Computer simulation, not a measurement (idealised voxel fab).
This section sets out a process module, namely voxel double patterning.
It is cross-section cut that appears here, measuring 250 nm in width, its square cells being 5 nm in size.
How to read a cross-section here: the picture is a grid of square cells, written as bands going from the top down, and any band can span one or more rows of cells. Top height, bottom height, nm. Materials left to right, width each, nm. Single material + "full width" = fills band edge to edge. "empty" = empty. It should be noted that heights are counted from 0, beneath which the wafer as supplied is of one material throughout, and that the lowest band possesses no lower boundary but continues downward, as written in "from 0 down". A width given as "30->40" starts at the first number in the band's top row and ends at the second number in its bottom row, shifting by an equal amount at every step from row to row. Where the words "nothing was modified" appear for a step, the cross-section shows no cell changed by that step; every cell remained as before. "Internal closed voids": sealed empty spaces, 8 cells or more, no open way to top, listed width x height at distance, with distance from the left edge and width, height and distance in nm. On each step's line, the part that comes after the settings is the simulator's own comment on the step. You can add "overlay nm" to a step's line. For a step with a mask, it describes how far the mask lay to the right of its planned position, and a negative number describes a lay to the left.
So here's the lineup of process steps we planned
1) RECEIVE: material Si
2) CONFORMAL_DEP: material SiO2, thk nm 10
3) DIRECTIONAL_DEP: material polySi, thk nm 20
4) DIRECTIONAL_DEP: material SiN, thk nm 5
5) MASKED_ETCH: tone open, mask id FIRST, width nm 15, pitch nm 50, etch materials SiN, depth nm 5, overlay nm 0
6) MASKED_ETCH: tone open, mask id SECOND, width nm 15, pitch nm 50, etch materials SiN, depth nm 5, overlay nm 0
7) DIRECTIONAL_ETCH: etch materials polySi, depth nm 20
8) STRIP: etch materials SiN
Delivered wafer in cross-section: state after step 1
> from 0 down = Si full width
> Internal closed voids: none
The module was run from the start shown above using the plan shown above, but one mistake was made doing it; the resulting wafer cross-section is below
> from 30 to 10 = 65 polySi  15 empty  5 polySi  25 empty  5 polySi  15 empty  5 polySi  25 empty  5 polySi  15 empty  70 polySi
> from 10 to 0 = SiO2 full width
> from 0 down = Si full width
> Internal closed voids: none
What was the processing mistake? so step 6 ended up running with a different setting than we planned, it ran as MASKED_ETCH: tone open, mask id SECOND, width nm 25, pitch nm 50, etch materials SiN, depth nm 5, overlay nm 0
